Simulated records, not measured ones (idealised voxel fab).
Module name: voxel self aligned vias (process module)
cross-section cut | 265 nm wide | cells 5 nm
Cross-sections here: square-cell grids, written as top-down lists of bands, a band being one or more rows of cells. Basically the band line says how high the top is and how high the bottom is, in nm, and then what's in it from left to right, every material with its width in nm. Empty space shows up as "empty", and if a single material carries "edge to edge" it runs the full band edge to edge. The reference from which all heights are counted is 0, the level beneath which the as-received wafer is entirely one material; the lowest band, having no lower bound, proceeds downward and is written after the example "top 0, no bottom". Note: "30->40" means the width goes from the first number (top row of the band) to the second number (bottom row) in equal steps per row of cells. "no modification" after a step means that no cell of the cross-section changed. "Voids, sealed": empty spaces of 8 cells or more with no open way to the top, each given as width x height at distance, distance from the left edge, all in nm. The remark found on a step's line after its settings is issued by the simulator itself and pertains to that step. What "overlay nm" on a step's line means: if the step has a mask, that mask lay this far to the right of its planned place, or, when the value is negative, to the left.

Process steps - plan
| 1 | RECEIVE with material Si |
| 2 | CONFORMAL_DEP with material SiO2, thk nm 15 |
| 3 | CONFORMAL_DEP with material SiCN, thk nm 5 |
| 4 | DIRECTIONAL_DEP with material lowk, thk nm 30 |
| 5 | MASKED_ETCH with tone open, mask id LINES, width nm 25, pitch nm 75, etch materials lowk, depth nm 30, overlay nm 0 |
| 6 | CONFORMAL_DEP with material TiN, thk nm 5 |
| 7 | FILL_DEP with material Ru, thk nm 10 |
| 8 | CMP with height nm 50 |
| 9 | SELECTIVE_ETCH with etch materials W Ru TiN, depth nm 5 |
| 10 | FILL_DEP with material SiN, thk nm 10 |
| 11 | CMP with height nm 50 |
| 12 | DIRECTIONAL_DEP with material lowk, thk nm 20 |
| 13 | PATTERN with tone open, mask id VIAS, material resist, width nm 45, thk nm 20, overlay nm 0 |
| 14 | DIRECTIONAL_ETCH with etch materials lowk, depth nm 20 |
| 15 | DIRECTIONAL_ETCH with etch materials SiN, depth nm 5 |
| 16 | STRIP with etch materials resist |
| 17 | CONFORMAL_DEP with material TiN, thk nm 5 |
| 18 | FILL_DEP with material W, thk nm 10 |
| 19 | CMP with height nm 70 |
| 20 | CONFORMAL_DEP with material SiN, thk nm 5 |

Cross-section, incoming material, after step 1
  top 0, no bottom  Si edge to edge
  Voids, sealed: none

Figure: cross-sectional view of the wafer upon completion of the module, processed from the initial state and according to the plan depicted above, with one error introduced during execution
  top 75, bottom 70  SiN edge to edge
  top 70, bottom 55  lowk=70  TiN=5  W=35  TiN=5  lowk=150
  top 55, bottom 50  lowk=70  TiN=15  W=20  TiN=10  lowk=150
  top 50, bottom 45  lowk=80  TiN=30  lowk=45  SiN=30  lowk=80
  top 45, bottom 25  lowk=80  TiN=5  Ru=20  TiN=5  lowk=45  TiN=5  Ru=20  TiN=5  lowk=80
  top 25, bottom 20  lowk=80  TiN=30  lowk=45  TiN=30  lowk=80
  top 20, bottom 15  SiCN edge to edge
  top 15, bottom 0  SiO2 edge to edge
  top 0, no bottom  Si edge to edge
  Voids, sealed: none
Plan not followed: for step 5, the planned setting was not used; the step was instead run as MASKED_ETCH with tone open, mask id LINES, width nm 30, pitch nm 75, etch materials lowk, depth nm 30, overlay nm 0
